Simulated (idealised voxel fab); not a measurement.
Process module under the name voxel capacitor over wiring
For reference, the cross-section in this document is cut, with width 245 nm and square cells of 5 nm.
Cross-section, as written here: a square-cell grid given band by band from the top down, where a band holds one or more rows of cells.
Each band's line starts with the height of the band's top and of its bottom, in nm. Then come its materials from left to right, each with its width in nm. One material with "throughout" fills the band from edge to edge. "air" is empty space.
Height is counted from the level 0, under which the received wafer is composed throughout of one material. The lowest of the bands is not closed at the bottom but continues downward, in the notation "0 nm and below".
Note: "30->40" means the width goes from the first number (top row of the band) to the second number (bottom row) in equal steps per row of cells.
Take "no alterations made" at face value: in the step it is given for, the cross-section changed in none of its cells.
Look at "Listed closed voids" for the closed voids: empty spaces with no open path to the top, sized 8 cells or up. Each is width x height at distance, distance from the left edge, all nm.
Step line, after settings: the simulator's comment on this step.
Each step line may optionally specify "overlay nm", which for a step with a mask gives the rightward distance between the mask's planned place and where it lay, a negative value indicating the leftward direction.
Read the rest as pairs. Take the cross-section before one process step, then the cross-section after it, which shows only down to the lowest band that changed. Under the pair, find the step between them and its settings. Bear in mind that pairs may come from different runs of this module on the same starting wafer: link a pair to the pair above it only where its entry headed "Pre-step section" says to.
Pre-step section
- 35 nm to 0 nm | SiO2 throughout
- 0 nm and below | Si throughout
- Listed closed voids: none
after
- 40 nm to 35 nm | SiN throughout
- No changes below 35.
- Listed closed voids: none
The process step bridging the two cross-sections above: CONFORMAL_DEP (material SiN; thk nm 5)
Pre-step section: check the pair just above; its after cross-section is our before state.
after
- 50 nm to 40 nm | aC throughout
- No changes below 40.
- Listed closed voids: none
The process step bridging the two cross-sections above: DIRECTIONAL_DEP (material aC; thk nm 10)
Pre-step section: check the pair just above; its after cross-section is our before state.
after
- 75 nm to 50 nm | 65 resist  25 air  65 resist  25 air  65 resist
- No changes below 50.
- Listed closed voids: none
The process step bridging the two cross-sections above: PATTERN (tone open; mask id METAL_1; material resist; width nm 25; pitch nm 90; thk nm 25; overlay nm 0)
Pre-step section: check the pair just above; its after cross-section is our before state.
after
- 65 nm to 50 nm | 65 resist  25 air  65 resist  25 air  65 resist
- 50 nm to 40 nm | 65 aC  25 air  65 aC  25 air  65 aC
- No changes below 40.
- Listed closed voids: none
The process step bridging the two cross-sections above: DIRECTIONAL_ETCH (etch materials aC; depth nm 10)
Pre-step section: check the pair just above; its after cross-section is our before state.
after
- 50 nm to 40 nm | 65 aC  25 air  65 aC  25 air  65 aC
- No changes below 40.
- Listed closed voids: none
The process step bridging the two cross-sections above: STRIP (etch materials resist)
Pre-step section: check the pair just above; its after cross-section is our before state.
after
- 50 nm to 40 nm | 65 aC  25 air  65 aC  25 air  65 aC
- 40 nm to 35 nm | 65 SiN  25 air  65 SiN  25 air  65 SiN
- No changes below 35.
- Listed closed voids: none
The process step bridging the two cross-sections above: DIRECTIONAL_ETCH (etch materials SiN; depth nm 5)
Pre-step section: check the pair just above; its after cross-section is our before state.
after
- 40 nm to 35 nm | 65 SiN  25 air  65 SiN  25 air  65 SiN
- No changes below 35.
- Listed closed voids: none
The process step bridging the two cross-sections above: STRIP (etch materials aC)
Pre-step section: check the pair just above; its after cross-section is our before state.
after
- 45 nm to 40 nm | 70 TiN  15 air  75 TiN  15 air  70 TiN
- 40 nm to 35 nm | 65 SiN  25 TiN  65 SiN  25 TiN  65 SiN
- No changes below 35.
- Listed closed voids: none
The process step bridging the two cross-sections above: CONFORMAL_DEP (material TiN; thk nm 5)
Pre-step section: check the pair just above; its after cross-section is our before state.
after
- 55 nm to 45 nm | W throughout
- 45 nm to 40 nm | 70 TiN  15 W  75 TiN  15 W  70 TiN
- No changes below 40.
- Listed closed voids: none
The process step bridging the two cross-sections above: FILL_DEP (material W; thk nm 10)
Pre-step section: check the pair just above; its after cross-section is our before state.
after
- 40 nm to 35 nm | 65 SiN  25 TiN  65 SiN  25 TiN  65 SiN
- No changes below 35.
- Listed closed voids: none
The process step bridging the two cross-sections above: CMP (height nm 40)
Pre-step section: check the pair just above; its after cross-section is our before state.
after
- 45 nm to 40 nm | SiCN throughout
- No changes below 40.
- Listed closed voids: none
The process step bridging the two cross-sections above: CONFORMAL_DEP (material SiCN; thk nm 5)
Pre-step section: check the pair just above; its after cross-section is our before state.
after
- 65 nm to 45 nm | lowk throughout
- No changes below 45.
- Listed closed voids: none
The process step bridging the two cross-sections above: DIRECTIONAL_DEP (material lowk; thk nm 20)
Pre-step section: check the pair just above; its after cross-section is our before state.
after
- 65 nm to 45 nm | 75 lowk  15 air  155 lowk
- No changes below 45.
- Listed closed voids: none
The process step bridging the two cross-sections above: MASKED_ETCH (tone open; mask id PLUG_1; width nm 15; etch materials lowk; depth nm 20; overlay nm 0)
Pre-step section: check the pair just above; its after cross-section is our before state.
after
- 65 nm to 45 nm | 75 lowk  15 air  155 lowk
- 45 nm to 40 nm | 75 SiCN  15 air  155 SiCN
- No changes below 40.
- Listed closed voids: none
The process step bridging the two cross-sections above: MASKED_ETCH (tone open; mask id PLUG_1; width nm 15; etch materials SiCN; depth nm 5; overlay nm 0)
Pre-step section: check the pair just above; its after cross-section is our before state.
after
- 70 nm to 65 nm | 80 TiN  5 air  160 TiN
- 65 nm to 45 nm | 75 lowk  5 TiN  5 air  5 TiN  155 lowk
- 45 nm to 40 nm | 75 SiCN  15 TiN  155 SiCN
- No changes below 40.
- Listed closed voids: none
The process step bridging the two cross-sections above: CONFORMAL_DEP (material TiN; thk nm 5)
Pre-step section: check the pair just above; its after cross-section is our before state.
after
- 75 nm to 70 nm | W throughout
- 70 nm to 65 nm | 80 TiN  5 W  160 TiN
- 65 nm to 45 nm | 75 lowk  5 TiN  5 W  5 TiN  155 lowk
- No changes below 45.
- Listed closed voids: none
The process step bridging the two cross-sections above: FILL_DEP (material W; thk nm 5)
Pre-step section: check the pair just above; its after cross-section is our before state.
after
- 65 nm to 45 nm | 75 lowk  5 TiN  5 W  5 TiN  155 lowk
- No changes below 45.
- Listed closed voids: none
The process step bridging the two cross-sections above: CMP (height nm 65)
Pre-step section: check the pair just above; its after cross-section is our before state.
after
- 75 nm to 65 nm | TiN throughout
- No changes below 65.
- Listed closed voids: none
The process step bridging the two cross-sections above: DIRECTIONAL_DEP (material TiN; thk nm 10)
Pre-step section: check the pair just above; its after cross-section is our before state.
after
- 80 nm to 75 nm | HfO2 throughout
- No changes below 75.
- Listed closed voids: none
The process step bridging the two cross-sections above: DIRECTIONAL_DEP (material HfO2; thk nm 5)
Pre-step section: check the pair just above; its after cross-section is our before state.
after
- 90 nm to 80 nm | TiN throughout
- No changes below 80.
- Listed closed voids: none
The process step bridging the two cross-sections above: DIRECTIONAL_DEP (material TiN; thk nm 10)
Pre-step section: check the pair just above; its after cross-section is our before state.
after
- 105 nm to 90 nm | aC throughout
- No changes below 90.
- Listed closed voids: none
The process step bridging the two cross-sections above: DIRECTIONAL_DEP (material aC; thk nm 15)
Pre-step section: check the pair just above; its after cross-section is our before state.
after
- 135 nm to 105 nm | 75 air  70 resist  100 air
- No changes below 105.
- Listed closed voids: none
The process step bridging the two cross-sections above: PATTERN (tone cover; mask id UPPER_PLATE; material resist; width nm 70; thk nm 30; overlay nm 0)
Pre-step section: check the pair just above; its after cross-section is our before state.
after
- 120 nm to 105 nm | 75 air  70 resist  100 air
- 105 nm to 90 nm | 75 air  70 aC  100 air
- No changes below 90.
- Listed closed voids: none
The process step bridging the two cross-sections above: DIRECTIONAL_ETCH (etch materials aC; depth nm 15)
Pre-step section: check the pair just above; its after cross-section is our before state.
after
- 105 nm to 90 nm | 75 air  70 aC  100 air
- No changes below 90.
- Listed closed voids: none
The process step bridging the two cross-sections above: STRIP (etch materials resist)
Pre-step section: check the pair just above; its after cross-section is our before state.
after
- 105 nm to 90 nm | 75 air  70 aC  100 air
- 90 nm to 80 nm | 75 air  70 TiN  100 air
- No changes below 80.
- Listed closed voids: none
The process step bridging the two cross-sections above: DIRECTIONAL_ETCH (etch materials TiN; depth nm 10)
Pre-step section: check the pair just above; its after cross-section is our before state.
after
- 105 nm to 90 nm | 75 air  70 aC  100 air
- 90 nm to 80 nm | 75 air  70 TiN  100 air
- 80 nm to 75 nm | 75 air  70 HfO2  100 air
- No changes below 75.
- Listed closed voids: none
The process step bridging the two cross-sections above: DIRECTIONAL_ETCH (etch materials HfO2; depth nm 5)
Pre-step section: check the pair just above; its after cross-section is our before state.
after
- 90 nm to 80 nm | 75 air  70 TiN  100 air
- No changes below 80.
- Listed closed voids: none
The process step bridging the two cross-sections above: STRIP (etch materials aC)
Pre-step section: check the pair just above; its after cross-section is our before state.
after
- 105 nm to 90 nm | 75 air  70 aC  100 air
- 90 nm to 80 nm | 75 aC  70 TiN  100 aC
- 80 nm to 75 nm | 75 aC  70 HfO2  100 aC
- No changes below 75.
- Listed closed voids: none
The process step bridging the two cross-sections above: DIRECTIONAL_DEP (material aC; thk nm 15)
Pre-step section: check the pair just above; its after cross-section is our before state.
after
- 135 nm to 105 nm | 70 air  80 resist  95 air
- 105 nm to 90 nm | 70 air  5 resist  70 aC  5 resist  95 air
- No changes below 90.
- Listed closed voids: none
The process step bridging the two cross-sections above: PATTERN (tone cover; mask id LOWER_PLATE; material resist; width nm 80; thk nm 30; overlay nm 0)
Pre-step section: check the pair just above; its after cross-section is our before state.
after
- 120 nm to 105 nm | 70 air  80 resist  95 air
- 105 nm to 90 nm | 70 air  5 resist  70 aC  5 resist  95 air
- 90 nm to 80 nm | 70 air  5 aC  70 TiN  5 aC  95 air
- 80 nm to 75 nm | 70 air  5 aC  70 HfO2  5 aC  95 air
- No changes below 75.
- Listed closed voids: none
The process step bridging the two cross-sections above: DIRECTIONAL_ETCH (etch materials aC; depth nm 15)
Pre-step section: check the pair just above; its after cross-section is our before state.
after
- 105 nm to 90 nm | 75 air  70 aC  100 air
- No changes below 90.
- Listed closed voids: none
The process step bridging the two cross-sections above: STRIP (etch materials resist)
Pre-step section: check the pair just above; its after cross-section is our before state.
after
- 105 nm to 90 nm | 75 air  70 aC  100 air
- 90 nm to 80 nm | 70 air  5 aC  70 TiN  5 aC  95 air
- 80 nm to 75 nm | 70 air  5 aC  70 HfO2  5 aC  95 air
- 75 nm to 65 nm | 70 air  80 TiN  95 air
- No changes below 65.
- Listed closed voids: none
The process step bridging the two cross-sections above: DIRECTIONAL_ETCH (etch materials TiN; depth nm 10)
Pre-step section: check the pair just above; its after cross-section is our before state.
after
- 90 nm to 80 nm | 75 air  70 TiN  100 air
- 80 nm to 75 nm | 75 air  70 HfO2  100 air
- No changes below 75.
- Listed closed voids: none
The process step bridging the two cross-sections above: STRIP (etch materials aC)
Pre-step section: check the pair just above; its after cross-section is our before state.
after
- 105 nm to 90 nm | SiO2 throughout
- 90 nm to 80 nm | 75 SiO2  70 TiN  100 SiO2
- 80 nm to 75 nm | 75 SiO2  70 HfO2  100 SiO2
- 75 nm to 65 nm | 70 SiO2  80 TiN  95 SiO2
- No changes below 65.
- Listed closed voids: none
The process step bridging the two cross-sections above: FILL_DEP (material SiO2; thk nm 15)
Pre-step section: check the pair just above; its after cross-section is our before state.
after
- 100 nm to 90 nm | SiO2 throughout
- No changes below 90.
- Listed closed voids: none
The process step bridging the two cross-sections above: CMP (height nm 100)
Pre-step section: check the pair just above; its after cross-section is our before state.
after
- 115 nm to 100 nm | aC throughout
- No changes below 100.
- Listed closed voids: none
The process step bridging the two cross-sections above: DIRECTIONAL_DEP (material aC; thk nm 15)
Pre-step section: check the pair just above; its after cross-section is our before state.
after
- 150 nm to 115 nm | 85 resist  15 air  145 resist
- No changes below 115.
- Listed closed voids: none
The process step bridging the two cross-sections above: PATTERN (tone open; mask id PLUG_2; material resist; width nm 15; thk nm 35; overlay nm 0)
Pre-step section: check the pair just above; its after cross-section is our before state.
after
- 135 nm to 115 nm | 85 resist  15 air  145 resist
- 115 nm to 100 nm | 85 aC  15 air  145 aC
- No changes below 100.
- Listed closed voids: none
The process step bridging the two cross-sections above: DIRECTIONAL_ETCH (etch materials aC; depth nm 15)
Pre-step section: check the pair just above; its after cross-section is our before state.
after
- 115 nm to 100 nm | 85 aC  15 air  145 aC
- No changes below 100.
- Listed closed voids: none
The process step bridging the two cross-sections above: STRIP (etch materials resist)
Pre-step section: check the pair just above; its after cross-section is our before state.
after
- 115 nm to 100 nm | 85 aC  15 air  145 aC
- 100 nm to 90 nm | 85 SiO2  15 air  145 SiO2
- No changes below 90.
- Listed closed voids: none
The process step bridging the two cross-sections above: DIRECTIONAL_ETCH (etch materials SiO2; depth nm 10)
Pre-step section: check the pair just above; its after cross-section is our before state.
after
- 100 nm to 90 nm | 85 SiO2  15 air  145 SiO2
- No changes below 90.
- Listed closed voids: none
The process step bridging the two cross-sections above: STRIP (etch materials aC)
Pre-step section: check the pair just above; its after cross-section is our before state.
after
- 105 nm to 100 nm | 90 TiN  5 air  150 TiN
- 100 nm to 95 nm | 85 SiO2  5 TiN  5 air  5 TiN  145 SiO2
- 95 nm to 90 nm | 85 SiO2  15 TiN  145 SiO2
- No changes below 90.
- Listed closed voids: none
The process step bridging the two cross-sections above: CONFORMAL_DEP (material TiN; thk nm 5)
Pre-step section: check the pair just above; its after cross-section is our before state.
after
- 115 nm to 105 nm | Ru throughout
- 105 nm to 100 nm | 90 TiN  5 Ru  150 TiN
- 100 nm to 95 nm | 85 SiO2  5 TiN  5 Ru  5 TiN  145 SiO2
- No changes below 95.
- Listed closed voids: none
The process step bridging the two cross-sections above: FILL_DEP (material Ru; thk nm 10)
Pre-step section: check the pair just above; its after cross-section is our before state.
after
- 100 nm to 95 nm | 85 SiO2  5 TiN  5 Ru  5 TiN  145 SiO2
- No changes below 95.
- Listed closed voids: none
The process step bridging the two cross-sections above: CMP (height nm 100)
Pre-step section: check the pair just above; its after cross-section is our before state.
after
- 105 nm to 100 nm | SiN throughout
- No changes below 100.
- Listed closed voids: none
The process step bridging the two cross-sections above: CONFORMAL_DEP (material SiN; thk nm 5)
Pre-step section
- 15 nm to 0 nm | SiO2 throughout
- 0 nm and below | Si throughout
- Listed closed voids: none
after
- 30 nm to 15 nm | SiN throughout
- No changes below 15.
- Listed closed voids: none
The process step bridging the two cross-sections above: CONFORMAL_DEP (material SiN; thk nm 15)
Pre-step section: check the pair just above; its after cross-section is our before state.
after
- 50 nm to 30 nm | SiO2 throughout
- No changes below 30.
- Listed closed voids: none
The process step bridging the two cross-sections above: DIRECTIONAL_DEP (material SiO2; thk nm 20)
Pre-step section: check the pair just above; its after cross-section is our before state.
after
- 60 nm to 50 nm | aC throughout
- No changes below 50.
- Listed closed voids: none
The process step bridging the two cross-sections above: DIRECTIONAL_DEP (material aC; thk nm 10)
Pre-step section: check the pair just above; its after cross-section is our before state.
after
- 85 nm to 60 nm | 65 resist  25 air  65 resist  25 air  65 resist
- No changes below 60.
- Listed closed voids: none
The process step bridging the two cross-sections above: PATTERN (tone open; mask id METAL_1; material resist; width nm 25; pitch nm 90; thk nm 25; overlay nm 0)
Pre-step section: check the pair just above; its after cross-section is our before state.
after
- 75 nm to 60 nm | 65 resist  25 air  65 resist  25 air  65 resist
- 60 nm to 50 nm | 65 aC  25 air  65 aC  25 air  65 aC
- No changes below 50.
- Listed closed voids: none
The process step bridging the two cross-sections above: DIRECTIONAL_ETCH (etch materials aC; depth nm 10)
Pre-step section: check the pair just above; its after cross-section is our before state.
after
- 60 nm to 50 nm | 65 aC  25 air  65 aC  25 air  65 aC
- No changes below 50.
- Listed closed voids: none
The process step bridging the two cross-sections above: STRIP (etch materials resist)
Pre-step section: check the pair just above; its after cross-section is our before state.
after
- 60 nm to 50 nm | 65 aC  25 air  65 aC  25 air  65 aC
- 50 nm to 30 nm | 65 SiO2  25 air  65 SiO2  25 air  65 SiO2
- No changes below 30.
- Listed closed voids: none
The process step bridging the two cross-sections above: DIRECTIONAL_ETCH (etch materials SiO2; depth nm 20)
Pre-step section: check the pair just above; its after cross-section is our before state.
after
- 60 nm to 50 nm | 65 aC  25 air  65 aC  25 air  65 aC
- 50 nm to 30 nm | 65 SiO2  25 air  65 SiO2  25 air  65 SiO2
- 30 nm to 25 nm | 65 SiN  25 air  65 SiN  25 air  65 SiN
- No changes below 25.
- Listed closed voids: none
The process step bridging the two cross-sections above: DIRECTIONAL_ETCH (etch materials SiN; depth nm 5)
Pre-step section: check the pair just above; its after cross-section is our before state.
after
- 50 nm to 30 nm | 65 SiO2  25 air  65 SiO2  25 air  65 SiO2
- No changes below 30.
- Listed closed voids: none
The process step bridging the two cross-sections above: STRIP (etch materials aC)
Pre-step section: check the pair just above; its after cross-section is our before state.
after
- 55 nm to 50 nm | 70 TiN  15 air  75 TiN  15 air  70 TiN
- 50 nm to 30 nm | 65 SiO2  5 TiN  15 air  5 TiN  65 SiO2  5 TiN  15 air  5 TiN  65 SiO2
- 30 nm to 25 nm | 65 SiN  25 TiN  65 SiN  25 TiN  65 SiN
- No changes below 25.
- Listed closed voids: none
The process step bridging the two cross-sections above: CONFORMAL_DEP (material TiN; thk nm 5)
Pre-step section: check the pair just above; its after cross-section is our before state.
after
- 65 nm to 55 nm | W throughout
- 55 nm to 50 nm | 70 TiN  15 W  75 TiN  15 W  70 TiN
- 50 nm to 30 nm | 65 SiO2  5 TiN  15 W  5 TiN  65 SiO2  5 TiN  15 W  5 TiN  65 SiO2
- No changes below 30.
- Listed closed voids: none
The process step bridging the two cross-sections above: FILL_DEP (material W; thk nm 10)
Pre-step section: check the pair just above; its after cross-section is our before state.
after
- 40 nm to 30 nm | 65 SiO2  5 TiN  15 W  5 TiN  65 SiO2  5 TiN  15 W  5 TiN  65 SiO2
- No changes below 30.
- Listed closed voids: none
The process step bridging the two cross-sections above: CMP (height nm 40)
Pre-step section: check the pair just above; its after cross-section is our before state.
after
- 45 nm to 40 nm | SiCN throughout
- No changes below 40.
- Listed closed voids: none
The process step bridging the two cross-sections above: CONFORMAL_DEP (material SiCN; thk nm 5)
Pre-step section: check the pair just above; its after cross-section is our before state.
after
- 65 nm to 45 nm | lowk throughout
- No changes below 45.
- Listed closed voids: none
The process step bridging the two cross-sections above: DIRECTIONAL_DEP (material lowk; thk nm 20)
Pre-step section: check the pair just above; its after cross-section is our before state.
after
- 65 nm to 45 nm | 75 lowk  15 air  155 lowk
- No changes below 45.
- Listed closed voids: none
The process step bridging the two cross-sections above: MASKED_ETCH (tone open; mask id PLUG_1; width nm 15; etch materials lowk; depth nm 20; overlay nm 0)
Pre-step section: check the pair just above; its after cross-section is our before state.
after
- 65 nm to 45 nm | 75 lowk  15 air  155 lowk
- 45 nm to 40 nm | 75 SiCN  15 air  155 SiCN
- No changes below 40.
- Listed closed voids: none
The process step bridging the two cross-sections above: MASKED_ETCH (tone open; mask id PLUG_1; width nm 15; etch materials SiCN; depth nm 5; overlay nm 0)
Pre-step section: check the pair just above; its after cross-section is our before state.
after
- 70 nm to 65 nm | 80 TiN  5 air  160 TiN
- 65 nm to 45 nm | 75 lowk  5 TiN  5 air  5 TiN  155 lowk
- 45 nm to 40 nm | 75 SiCN  15 TiN  155 SiCN
- No changes below 40.
- Listed closed voids: none
The process step bridging the two cross-sections above: CONFORMAL_DEP (material TiN; thk nm 5)
Pre-step section: check the pair just above; its after cross-section is our before state.
after
- 75 nm to 70 nm | W throughout
- 70 nm to 65 nm | 80 TiN  5 W  160 TiN
- 65 nm to 45 nm | 75 lowk  5 TiN  5 W  5 TiN  155 lowk
- No changes below 45.
- Listed closed voids: none
The process step bridging the two cross-sections above: FILL_DEP (material W; thk nm 5)
Pre-step section: check the pair just above; its after cross-section is our before state.
after
- 65 nm to 45 nm | 75 lowk  5 TiN  5 W  5 TiN  155 lowk
- No changes below 45.
- Listed closed voids: none
The process step bridging the two cross-sections above: CMP (height nm 65)
Pre-step section: check the pair just above; its after cross-section is our before state.
after
- 75 nm to 65 nm | TiN throughout
- No changes below 65.
- Listed closed voids: none
The process step bridging the two cross-sections above: DIRECTIONAL_DEP (material TiN; thk nm 10)
Pre-step section: check the pair just above; its after cross-section is our before state.
after
- 80 nm to 75 nm | HfO2 throughout
- No changes below 75.
- Listed closed voids: none
The process step bridging the two cross-sections above: DIRECTIONAL_DEP (material HfO2; thk nm 5)
Pre-step section: check the pair just above; its after cross-section is our before state.
after
- 90 nm to 80 nm | TiN throughout
- No changes below 80.
- Listed closed voids: none
The process step bridging the two cross-sections above: DIRECTIONAL_DEP (material TiN; thk nm 10)
Pre-step section: check the pair just above; its after cross-section is our before state.
after
- 105 nm to 90 nm | aC throughout
- No changes below 90.
- Listed closed voids: none
The process step bridging the two cross-sections above: DIRECTIONAL_DEP (material aC; thk nm 15)
Pre-step section: check the pair just above; its after cross-section is our before state.
after
- 135 nm to 105 nm | 75 air  70 resist  100 air
- No changes below 105.
- Listed closed voids: none
The process step bridging the two cross-sections above: PATTERN (tone cover; mask id UPPER_PLATE; material resist; width nm 70; thk nm 30; overlay nm 0)
Pre-step section: check the pair just above; its after cross-section is our before state.
after
- 120 nm to 105 nm | 75 air  70 resist  100 air
- 105 nm to 90 nm | 75 air  70 aC  100 air
- No changes below 90.
- Listed closed voids: none
The process step bridging the two cross-sections above: DIRECTIONAL_ETCH (etch materials aC; depth nm 15)
Pre-step section: check the pair just above; its after cross-section is our before state.
after
- 105 nm to 90 nm | 75 air  70 aC  100 air
- No changes below 90.
- Listed closed voids: none
The process step bridging the two cross-sections above: STRIP (etch materials resist)
Pre-step section: check the pair just above; its after cross-section is our before state.
after
- 105 nm to 90 nm | 75 air  70 aC  100 air
- 90 nm to 80 nm | 75 air  70 TiN  100 air
- No changes below 80.
- Listed closed voids: none
The process step bridging the two cross-sections above: DIRECTIONAL_ETCH (etch materials TiN; depth nm 10)
Pre-step section: check the pair just above; its after cross-section is our before state.
after
- 105 nm to 90 nm | 75 air  70 aC  100 air
- 90 nm to 80 nm | 75 air  70 TiN  100 air
- 80 nm to 75 nm | 75 air  70 HfO2  100 air
- No changes below 75.
- Listed closed voids: none
The process step bridging the two cross-sections above: DIRECTIONAL_ETCH (etch materials HfO2; depth nm 5)
Pre-step section: check the pair just above; its after cross-section is our before state.
after
- 90 nm to 80 nm | 75 air  70 TiN  100 air
- No changes below 80.
- Listed closed voids: none
The process step bridging the two cross-sections above: STRIP (etch materials aC)
Pre-step section: check the pair just above; its after cross-section is our before state.
after
- 105 nm to 90 nm | 75 air  70 aC  100 air
- 90 nm to 80 nm | 75 aC  70 TiN  100 aC
- 80 nm to 75 nm | 75 aC  70 HfO2  100 aC
- No changes below 75.
- Listed closed voids: none
The process step bridging the two cross-sections above: DIRECTIONAL_DEP (material aC; thk nm 15)
Pre-step section: check the pair just above; its after cross-section is our before state.
after
- 135 nm to 105 nm | 70 air  80 resist  95 air
- 105 nm to 90 nm | 70 air  5 resist  70 aC  5 resist  95 air
- No changes below 90.
- Listed closed voids: none
The process step bridging the two cross-sections above: PATTERN (tone cover; mask id LOWER_PLATE; material resist; width nm 80; thk nm 30; overlay nm 0)
Pre-step section: check the pair just above; its after cross-section is our before state.
after
- 120 nm to 105 nm | 70 air  80 resist  95 air
- 105 nm to 90 nm | 70 air  5 resist  70 aC  5 resist  95 air
- 90 nm to 80 nm | 70 air  5 aC  70 TiN  5 aC  95 air
- 80 nm to 75 nm | 70 air  5 aC  70 HfO2  5 aC  95 air
- No changes below 75.
- Listed closed voids: none
The process step bridging the two cross-sections above: DIRECTIONAL_ETCH (etch materials aC; depth nm 15)
Pre-step section: check the pair just above; its after cross-section is our before state.
after
- 105 nm to 90 nm | 75 air  70 aC  100 air
- No changes below 90.
- Listed closed voids: none
The process step bridging the two cross-sections above: STRIP (etch materials resist)
Pre-step section: check the pair just above; its after cross-section is our before state.
after
- 105 nm to 90 nm | 75 air  70 aC  100 air
- 90 nm to 80 nm | 70 air  5 aC  70 TiN  5 aC  95 air
- 80 nm to 75 nm | 70 air  5 aC  70 HfO2  5 aC  95 air
- 75 nm to 65 nm | 70 air  80 TiN  95 air
- No changes below 65.
- Listed closed voids: none
The process step bridging the two cross-sections above: DIRECTIONAL_ETCH (etch materials TiN; depth nm 10)
Pre-step section: check the pair just above; its after cross-section is our before state.
after
- 90 nm to 80 nm | 75 air  70 TiN  100 air
- 80 nm to 75 nm | 75 air  70 HfO2  100 air
- No changes below 75.
- Listed closed voids: none
The process step bridging the two cross-sections above: STRIP (etch materials aC)
Pre-step section: check the pair just above; its after cross-section is our before state.
after
- 105 nm to 90 nm | SiO2 throughout
- 90 nm to 80 nm | 75 SiO2  70 TiN  100 SiO2
- 80 nm to 75 nm | 75 SiO2  70 HfO2  100 SiO2
- 75 nm to 65 nm | 70 SiO2  80 TiN  95 SiO2
- No changes below 65.
- Listed closed voids: none
The process step bridging the two cross-sections above: FILL_DEP (material SiO2; thk nm 15)
Pre-step section: check the pair just above; its after cross-section is our before state.
after
- 100 nm to 90 nm | SiO2 throughout
- No changes below 90.
- Listed closed voids: none
The process step bridging the two cross-sections above: CMP (height nm 100)
Pre-step section: check the pair just above; its after cross-section is our before state.
after
- 115 nm to 100 nm | aC throughout
- No changes below 100.
- Listed closed voids: none
The process step bridging the two cross-sections above: DIRECTIONAL_DEP (material aC; thk nm 15)
Pre-step section: check the pair just above; its after cross-section is our before state.
after
- 150 nm to 115 nm | 85 resist  15 air  145 resist
- No changes below 115.
- Listed closed voids: none
The process step bridging the two cross-sections above: PATTERN (tone open; mask id PLUG_2; material resist; width nm 15; thk nm 35; overlay nm 0)
Pre-step section: check the pair just above; its after cross-section is our before state.
after
- 135 nm to 115 nm | 85 resist  15 air  145 resist
- 115 nm to 100 nm | 85 aC  15 air  145 aC
- No changes below 100.
- Listed closed voids: none
The process step bridging the two cross-sections above: DIRECTIONAL_ETCH (etch materials aC; depth nm 15)
Pre-step section: check the pair just above; its after cross-section is our before state.
after
- 115 nm to 100 nm | 85 aC  15 air  145 aC
- No changes below 100.
- Listed closed voids: none
The process step bridging the two cross-sections above: STRIP (etch materials resist)
Pre-step section: check the pair just above; its after cross-section is our before state.
after
- 115 nm to 100 nm | 85 aC  15 air  145 aC
- 100 nm to 90 nm | 85 SiO2  15 air  145 SiO2
- No changes below 90.
- Listed closed voids: none
The process step bridging the two cross-sections above: DIRECTIONAL_ETCH (etch materials SiO2; depth nm 10)
Pre-step section: check the pair just above; its after cross-section is our before state.
after
- 100 nm to 90 nm | 85 SiO2  15 air  145 SiO2
- No changes below 90.
- Listed closed voids: none
The process step bridging the two cross-sections above: STRIP (etch materials aC)
Pre-step section: check the pair just above; its after cross-section is our before state.
after
- 105 nm to 100 nm | 90 TiN  5 air  150 TiN
- 100 nm to 95 nm | 85 SiO2  5 TiN  5 air  5 TiN  145 SiO2
- 95 nm to 90 nm | 85 SiO2  15 TiN  145 SiO2
- No changes below 90.
- Listed closed voids: none
The process step bridging the two cross-sections above: CONFORMAL_DEP (material TiN; thk nm 5)
Pre-step section: check the pair just above; its after cross-section is our before state.
after
- 115 nm to 105 nm | Ru throughout
- 105 nm to 100 nm | 90 TiN  5 Ru  150 TiN
- 100 nm to 95 nm | 85 SiO2  5 TiN  5 Ru  5 TiN  145 SiO2
- No changes below 95.
- Listed closed voids: none
The process step bridging the two cross-sections above: FILL_DEP (material Ru; thk nm 10)
Pre-step section: check the pair just above; its after cross-section is our before state.
after
- 100 nm to 95 nm | 85 SiO2  5 TiN  5 Ru  5 TiN  145 SiO2
- No changes below 95.
- Listed closed voids: none
The process step bridging the two cross-sections above: CMP (height nm 100)
Pre-step section: check the pair just above; its after cross-section is our before state.
after
- 105 nm to 100 nm | SiN throughout
- No changes below 100.
- Listed closed voids: none
The process step bridging the two cross-sections above: CONFORMAL_DEP (material SiN; thk nm 5)
Pre-step section
- 105 nm to 90 nm | aC throughout
- 90 nm to 80 nm | TiN throughout
- 80 nm to 75 nm | HfO2 throughout
- 75 nm to 65 nm | TiN throughout
- 65 nm to 45 nm | 75 lowk  5 TiN  5 W  5 TiN  155 lowk
- 45 nm to 40 nm | 75 SiCN  15 TiN  155 SiCN
- 40 nm to 20 nm | 65 SiO2  5 TiN  15 W  5 TiN  65 SiO2  5 TiN  15 W  5 TiN  65 SiO2
- 20 nm to 15 nm | 65 SiN  25 TiN  65 SiN  25 TiN  65 SiN
- 15 nm to 0 nm | SiO2 throughout
- 0 nm and below | Si throughout
- Listed closed voids: none
after
- 135 nm to 105 nm | 80 air  60 resist  105 air
- No changes below 105.
- Listed closed voids: none
The process step bridging the two cross-sections above: PATTERN (tone cover; mask id UPPER_PLATE; material resist; width nm 60; thk nm 30; overlay nm 0)
Pre-step section: check the pair just above; its after cross-section is our before state.
after
- 120 nm to 105 nm | 80 air  60 resist  105 air
- 105 nm to 90 nm | 80 air  60 aC  105 air
- No changes below 90.
- Listed closed voids: none
The process step bridging the two cross-sections above: DIRECTIONAL_ETCH (etch materials aC; depth nm 15)
Pre-step section: check the pair just above; its after cross-section is our before state.
after
- 105 nm to 90 nm | 80 air  60 aC  105 air
- No changes below 90.
- Listed closed voids: none
The process step bridging the two cross-sections above: STRIP (etch materials resist)
Pre-step section: check the pair just above; its after cross-section is our before state.
after
- 105 nm to 90 nm | 80 air  60 aC  105 air
- 90 nm to 80 nm | 80 air  60 TiN  105 air
- No changes below 80.
- Listed closed voids: none
The process step bridging the two cross-sections above: DIRECTIONAL_ETCH (etch materials TiN; depth nm 10)
Pre-step section: check the pair just above; its after cross-section is our before state.
after
- 105 nm to 90 nm | 80 air  60 aC  105 air
- 90 nm to 80 nm | 80 air  60 TiN  105 air
- 80 nm to 75 nm | 80 air  60 HfO2  105 air
- No changes below 75.
- Listed closed voids: none
The process step bridging the two cross-sections above: DIRECTIONAL_ETCH (etch materials HfO2; depth nm 5)
Pre-step section: check the pair just above; its after cross-section is our before state.
after
- 90 nm to 80 nm | 80 air  60 TiN  105 air
- No changes below 80.
- Listed closed voids: none
The process step bridging the two cross-sections above: STRIP (etch materials aC)
Pre-step section: check the pair just above; its after cross-section is our before state.
after
- 105 nm to 90 nm | 80 air  60 aC  105 air
- 90 nm to 80 nm | 80 aC  60 TiN  105 aC
- 80 nm to 75 nm | 80 aC  60 HfO2  105 aC
- No changes below 75.
- Listed closed voids: none
The process step bridging the two cross-sections above: DIRECTIONAL_DEP (material aC; thk nm 15)
